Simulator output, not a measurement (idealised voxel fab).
voxel gate over fins: a process module
The width of the displayed cross-section, cut, is 270 nm; its cells are square, with a size of 5 nm.
The cross-sections in this document take the form of a grid made of square cells. They are written out as bands, in order from top to bottom. Each band consists of one or more rows of cells. Heads up on the band format: heights come first, top then bottom, in nm. After that it's the materials left to right, each with its width in nm. A single material flagged "everywhere" fills the whole band edge to edge, and "blank" means there's empty space there. The level at which height equals 0 is the one under which the wafer, as it arrives, is entirely one material. No lower edge exists for the bottom band, which continues downward and is notated as in "0 nm and below". Top row gets the first number, bottom row gets the second, and each row in between changes by the same step: that is how a band width like "30..40" works. "nothing changed" after a step means that no cell of the cross-section changed. Empty spaces without an open route to the top, at least 8 cells in extent, make up the entry "Closed void entries"; each is given as width x height at distance, where the distance is measured from the left edge, and all are in nm. after a step's settings: what the simulator itself notes on the step. If you see "overlay nm" on a step's line and that step has a mask, it's telling you how far right of where it was planned the mask ended up; a negative number means it went left instead.
[This section lists the process steps that were planned]
1) op RECEIVE | material Si
2) op CONFORMAL_DEP | material SiN | thk nm 5
3) op PATTERN | tone cover | mask id FINS | material resist | width nm 15 | pitch nm 40 | thk nm 15 | overlay nm -15
4) op DIRECTIONAL_ETCH | etch materials SiN | depth nm 5
5) op DIRECTIONAL_ETCH | etch materials Si | depth nm 30
6) op STRIP | etch materials resist
7) op OXIDIZE | depth nm 5
8) op FILL_DEP | material SiO2 | thk nm 10
9) op CMP | height nm 5
10) op SELECTIVE_ETCH | etch materials SiO2 | depth nm 15
11) op STRIP | etch materials SiN
12) op CONFORMAL_DEP | material HfO2 | thk nm 5
13) op CONFORMAL_DEP | material TiN | thk nm 5
14) op FILL_DEP | material W | thk nm 10
15) op CMP | height nm 15
16) op CONFORMAL_DEP | material SiN | thk nm 5
The value of overlay nm given for step 3 in the plan refers to the first wafer; the wafers vary in this setting and are alike at the start.
[First of several wafers, received after step 1, in cross-section]
  0 nm and below: Si everywhere
  Closed void entries: none
[Here's the first of several wafers in cross-section, end of the module, after the last step, step 16]
  20 nm to 15 nm: SiN everywhere
  15 nm to 10 nm: W everywhere
  10 nm to 5 nm: W (65) | TiN (25) | W (15) | TiN (25) | W (15) | TiN (25) | W (100)
  5 nm to 0 nm: W (65) | TiN (5) | HfO2 (15) | TiN (5) | W (15) | TiN (5) | HfO2 (15) | TiN (5) | W (15) | TiN (5) | HfO2 (15) | TiN (5) | W (100)
  0 nm to -5 nm: TiN (70) | HfO2 (5) | Si (5) | HfO2 (5) | TiN (25) | HfO2 (5) | Si (5) | HfO2 (5) | TiN (25) | HfO2 (5) | Si (5) | HfO2 (5) | TiN (105)
  -5 nm to -10 nm: HfO2 (75) | Si (5) | HfO2 (35) | Si (5) | HfO2 (35) | Si (5) | HfO2 (110)
  -10 nm to -35 nm: SiO2 (75) | Si (5) | SiO2 (35) | Si (5) | SiO2 (35) | Si (5) | SiO2 (110)
  -35 nm and below: Si everywhere
  Closed void entries: none
[Cross-section of the final wafer among several, taken at the end of the module]
  20 nm to 15 nm: SiN everywhere
  15 nm to 10 nm: W everywhere
  10 nm to 5 nm: W (95) | TiN (25) | W (15) | TiN (25) | W (15) | TiN (25) | W (70)
  5 nm to 0 nm: W (95) | TiN (5) | HfO2 (15) | TiN (5) | W (15) | TiN (5) | HfO2 (15) | TiN (5) | W (15) | TiN (5) | HfO2 (15) | TiN (5) | W (70)
  0 nm to -5 nm: TiN (100) | HfO2 (5) | Si (5) | HfO2 (5) | TiN (25) | HfO2 (5) | Si (5) | HfO2 (5) | TiN (25) | HfO2 (5) | Si (5) | HfO2 (5) | TiN (75)
  -5 nm to -10 nm: HfO2 (105) | Si (5) | HfO2 (35) | Si (5) | HfO2 (35) | Si (5) | HfO2 (80)
  -10 nm to -35 nm: SiO2 (105) | Si (5) | SiO2 (35) | Si (5) | SiO2 (35) | Si (5) | SiO2 (80)
  -35 nm and below: Si everywhere
  Closed void entries: none
[Quick key for the table: a row per wafer, taken at the end of the module. For each material it tells you how many cells the wafer gained (+) or lost (-) since it came in, and the closed voids come after]
overlay nm -15; +66 HfO2; -357 Si; +54 SiN; +255 SiO2; +66 TiN; +132 W; Closed void entries: none
overlay nm -10; +66 HfO2; -357 Si; +54 SiN; +255 SiO2; +66 TiN; +132 W; Closed void entries: none
overlay nm -5; +66 HfO2; -357 Si; +54 SiN; +255 SiO2; +66 TiN; +132 W; Closed void entries: none
overlay nm 0; +66 HfO2; -357 Si; +54 SiN; +255 SiO2; +66 TiN; +132 W; Closed void entries: none
overlay nm 5; +66 HfO2; -357 Si; +54 SiN; +255 SiO2; +66 TiN; +132 W; Closed void entries: none
overlay nm 10; +66 HfO2; -357 Si; +54 SiN; +255 SiO2; +66 TiN; +132 W; Closed void entries: none
overlay nm 15; +66 HfO2; -357 Si; +54 SiN; +255 SiO2; +66 TiN; +132 W; Closed void entries: none
